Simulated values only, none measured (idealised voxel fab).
process module | voxel trench capacitor
cross-section cut | 175 nm wide | cells 5 nm
A cross-section is a grid of square cells, given in bands from the top down. A band is one or more rows of cells.
Each band's line starts with the height of the band's top and of its bottom, in nm. Then come its materials from left to right, each with its width in nm. One material with "throughout" fills the band from edge to edge. "air" is empty space.
Height 0 is the level under which the wafer as received is all one material. The lowest band goes on downwards, as in "0 down".
A width such as "30 to 40" changes by the same amount from each row of cells to the next, from the band's top row to its bottom row.
"no change" after a step means that no cell of the cross-section changed.
closed voids: empty space of 8 cells or more with no open way to the top, each as width x height at its distance from the left edge, in nm
after a step's settings: what the simulator itself notes on the step
overlay nm, on a step with a mask: how far to the right of its planned place the mask lay; to the left if negative
plan
1 op RECEIVE | material Si
2 op CONFORMAL_DEP | material SiN | thk nm 5
3 op DIRECTIONAL_DEP | material aC | thk nm 15
4 op PATTERN | tone open | mask id TRENCH | material resist | width nm 30 | pitch nm 60 | thk nm 35 | overlay nm 0
5 op DIRECTIONAL_ETCH | etch materials aC | depth nm 15
6 op STRIP | etch materials resist
7 op DIRECTIONAL_ETCH | etch materials SiN | depth nm 5
8 op DIRECTIONAL_ETCH | etch materials Si | depth nm 40
9 op STRIP | etch materials aC
10 op CONFORMAL_DEP | material HfO2 | thk nm 5
11 op CONFORMAL_DEP | material TiN | thk nm 5
12 op FILL_DEP | material W | thk nm 5
13 op CMP | height nm 5
as received, after step 1
  0 down: Si throughout
  closed voids: none
first wafer at the end, as planned
  5 to 0: SiN 40 | HfO2 5 | TiN 5 | W 10 | TiN 5 | HfO2 5 | SiN 30 | HfO2 5 | TiN 5 | W 10 | TiN 5 | HfO2 5 | SiN 45
  0 to -30: Si 40 | HfO2 5 | TiN 5 | W 10 | TiN 5 | HfO2 5 | Si 30 | HfO2 5 | TiN 5 | W 10 | TiN 5 | HfO2 5 | Si 45
  -30 to -35: Si 40 | HfO2 5 | TiN 20 | HfO2 5 | Si 30 | HfO2 5 | TiN 20 | HfO2 5 | Si 45
  -35 to -40: Si 40 | HfO2 30 | Si 30 | HfO2 30 | Si 45
  -40 down: Si throughout
  closed voids: none
second wafer at the end: like start, like plan, one mistake
  5 to 0: SiN 40 | HfO2 5 | TiN 5 | W 10 | TiN 5 | HfO2 5 | SiN 30 | HfO2 5 | TiN 5 | W 10 | TiN 5 | HfO2 5 | SiN 45
  0 to -70: Si 40 | HfO2 5 | TiN 5 | W 10 | TiN 5 | HfO2 5 | Si 30 | HfO2 5 | TiN 5 | W 10 | TiN 5 | HfO2 5 | Si 45
  -70 to -75: Si 40 | HfO2 5 | TiN 20 | HfO2 5 | Si 30 | HfO2 5 | TiN 20 | HfO2 5 | Si 45
  -75 to -80: Si 40 | HfO2 30 | Si 30 | HfO2 30 | Si 45
  -80 down: Si throughout
  closed voids: none
what went wrong: step 8 was run twice
at the end the second wafer has, in cells: 32 more of HfO2 | 96 fewer of Si | 32 more of TiN | 32 more of W
